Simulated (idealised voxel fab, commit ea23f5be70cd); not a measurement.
Title: Process Module voxel tone inversion
Cross-section cut spans 255 nm and uses square cells 5 nm in size.
The cross-sections in this document take the form of a grid made of square cells. They are written out as bands, in order from top to bottom. Each band consists of one or more rows of cells.
This entry defines a band. It first specifies the height of the band's top and the height of its bottom in nm, and then specifies the band's materials from left to right, stating each material with its width in nm. The word "all across" identifies a single material that fills the band from edge to edge, while the word "air" identifies empty space.
Note: height 0 marks the level under which the wafer is uniformly one material as received. Lowest band unbounded below, written "0 and below".
Width: "30->40" (first number = top row, second number = bottom row, same change from row to row of cells).
The cross-section has no changed cell in any step marked "no change".
Look at "Closed void listing" for the closed voids: empty spaces with no open path to the top, sized 8 cells or up. Each is width x height at distance, distance from the left edge, all nm.
On a step's line, text after the settings is the simulator commenting on that step.
The optional step-line setting "overlay nm" applies to steps with a mask and quantifies how far to the right of its planned location the mask lay, a negative value indicating leftward placement.
Planned step list for the process
1: RECEIVE [material Si]
2: CONFORMAL_DEP [material SiN] [thk nm 5]
3: DIRECTIONAL_DEP [material aC] [thk nm 20]
4: PATTERN [tone cover] [mask id POSTS] [material resist] [width nm 20] [pitch nm 35] [thk nm 30] [overlay nm 0]
5: DIRECTIONAL_ETCH [etch materials aC] [depth nm 20]
6: STRIP [etch materials resist]
7: FILL_DEP [material SiO2] [thk nm 5]
8: CMP [height nm 25]
9: STRIP [etch materials aC]
10: CONFORMAL_DEP [material TiN] [thk nm 5]
11: FILL_DEP [material W] [thk nm 5]
12: CMP [height nm 25]
13: CONFORMAL_DEP [material SiN] [thk nm 5]
First of the two wafers, run per plan
This is the cross-section of the wafer as we received it, i.e. after step 1
> 0 and below = Si all across
> Closed void listing: none
Wafer section view after processing step 2
> 5 down to 0 = SiN all across
> For the remainder of the cross-section, below 0, there is no change.
Wafer section view after processing step 3
> 25 down to 5 = aC all across
> For the remainder of the cross-section, below 5, there is no change.
Wafer section view after processing step 4
> 55 down to 25 = 80 nm air / 20 nm resist / 15 nm air / 20 nm resist / 15 nm air / 20 nm resist / 85 nm air
> For the remainder of the cross-section, below 25, there is no change.
Wafer section view after processing step 5
> 35 down to 25 = 80 nm air / 20 nm resist / 15 nm air / 20 nm resist / 15 nm air / 20 nm resist / 85 nm air
> 25 down to 5 = 80 nm air / 20 nm aC / 15 nm air / 20 nm aC / 15 nm air / 20 nm aC / 85 nm air
> For the remainder of the cross-section, below 5, there is no change.
Wafer section view after processing step 6
> 25 down to 5 = 80 nm air / 20 nm aC / 15 nm air / 20 nm aC / 15 nm air / 20 nm aC / 85 nm air
> For the remainder of the cross-section, below 5, there is no change.
Wafer section view after processing step 7
> 30 down to 25 = SiO2 all across
> 25 down to 5 = 80 nm SiO2 / 20 nm aC / 15 nm SiO2 / 20 nm aC / 15 nm SiO2 / 20 nm aC / 85 nm SiO2
> For the remainder of the cross-section, below 5, there is no change.
Wafer section view after processing step 8
> 25 down to 5 = 80 nm SiO2 / 20 nm aC / 15 nm SiO2 / 20 nm aC / 15 nm SiO2 / 20 nm aC / 85 nm SiO2
> For the remainder of the cross-section, below 5, there is no change.
Wafer section view after processing step 9
> 25 down to 5 = 80 nm SiO2 / 20 nm air / 15 nm SiO2 / 20 nm air / 15 nm SiO2 / 20 nm air / 85 nm SiO2
> For the remainder of the cross-section, below 5, there is no change.
Wafer section view after processing step 10
> 30 down to 25 = 85 nm TiN / 10 nm air / 25 nm TiN / 10 nm air / 25 nm TiN / 10 nm air / 90 nm TiN
> 25 down to 10 = 80 nm SiO2 / 5 nm TiN / 10 nm air / 5 nm TiN / 15 nm SiO2 / 5 nm TiN / 10 nm air / 5 nm TiN / 15 nm SiO2 / 5 nm TiN / 10 nm air / 5 nm TiN / 85 nm SiO2
> 10 down to 5 = 80 nm SiO2 / 20 nm TiN / 15 nm SiO2 / 20 nm TiN / 15 nm SiO2 / 20 nm TiN / 85 nm SiO2
> For the remainder of the cross-section, below 5, there is no change.
Wafer section view after processing step 11
> 35 down to 30 = W all across
> 30 down to 25 = 85 nm TiN / 10 nm W / 25 nm TiN / 10 nm W / 25 nm TiN / 10 nm W / 90 nm TiN
> 25 down to 10 = 80 nm SiO2 / 5 nm TiN / 10 nm W / 5 nm TiN / 15 nm SiO2 / 5 nm TiN / 10 nm W / 5 nm TiN / 15 nm SiO2 / 5 nm TiN / 10 nm W / 5 nm TiN / 85 nm SiO2
> For the remainder of the cross-section, below 10, there is no change.
Wafer section view after processing step 12
> 25 down to 10 = 80 nm SiO2 / 5 nm TiN / 10 nm W / 5 nm TiN / 15 nm SiO2 / 5 nm TiN / 10 nm W / 5 nm TiN / 15 nm SiO2 / 5 nm TiN / 10 nm W / 5 nm TiN / 85 nm SiO2
> For the remainder of the cross-section, below 10, there is no change.
Wafer section view after processing step 13
> 30 down to 25 = SiN all across
> For the remainder of the cross-section, below 25, there is no change.
Here the second wafer is described. Its start and its plan were those of the first wafer. Its run contained one mistake. Up to and including step 1, it did exactly what the first wafer did
Second wafer: cross-section at the scheduled end of step 2: no change
Second wafer: cross-section at the scheduled end of step 3
> 20 down to 0 = aC all across
> For the remainder of the cross-section, below 0, there is no change.
Second wafer: cross-section at the scheduled end of step 4
> 50 down to 20 = 80 nm air / 20 nm resist / 15 nm air / 20 nm resist / 15 nm air / 20 nm resist / 85 nm air
> For the remainder of the cross-section, below 20, there is no change.
Second wafer: cross-section at the scheduled end of step 5
> 30 down to 20 = 80 nm air / 20 nm resist / 15 nm air / 20 nm resist / 15 nm air / 20 nm resist / 85 nm air
> 20 down to 0 = 80 nm air / 20 nm aC / 15 nm air / 20 nm aC / 15 nm air / 20 nm aC / 85 nm air
> For the remainder of the cross-section, below 0, there is no change.
Second wafer: cross-section at the scheduled end of step 6
> 20 down to 0 = 80 nm air / 20 nm aC / 15 nm air / 20 nm aC / 15 nm air / 20 nm aC / 85 nm air
> For the remainder of the cross-section, below 0, there is no change.
Second wafer: cross-section at the scheduled end of step 7
> 25 down to 20 = SiO2 all across
> 20 down to 0 = 80 nm SiO2 / 20 nm aC / 15 nm SiO2 / 20 nm aC / 15 nm SiO2 / 20 nm aC / 85 nm SiO2
> For the remainder of the cross-section, below 0, there is no change.
Second wafer: cross-section at the scheduled end of step 8: no change
Second wafer: cross-section at the scheduled end of step 9: no change
Second wafer: cross-section at the scheduled end of step 10
> 30 down to 25 = TiN all across
> For the remainder of the cross-section, below 25, there is no change.
Second wafer: cross-section at the scheduled end of step 11
> 35 down to 30 = W all across
> For the remainder of the cross-section, below 30, there is no change.
Second wafer: cross-section at the scheduled end of step 12
> 25 down to 20 = SiO2 all across
> For the remainder of the cross-section, below 20, there is no change.
Second wafer: cross-section at the scheduled end of step 13
> 30 down to 25 = SiN all across
> For the remainder of the cross-section, below 25, there is no change.
What was the processing mistake? plan step 2 was not performed, having been skipped
Counted in cells at the end, the second wafer holds more or fewer of these materials than the first: -51 SiN | +51 SiO2 | -30 TiN | -18 W | +48 aC
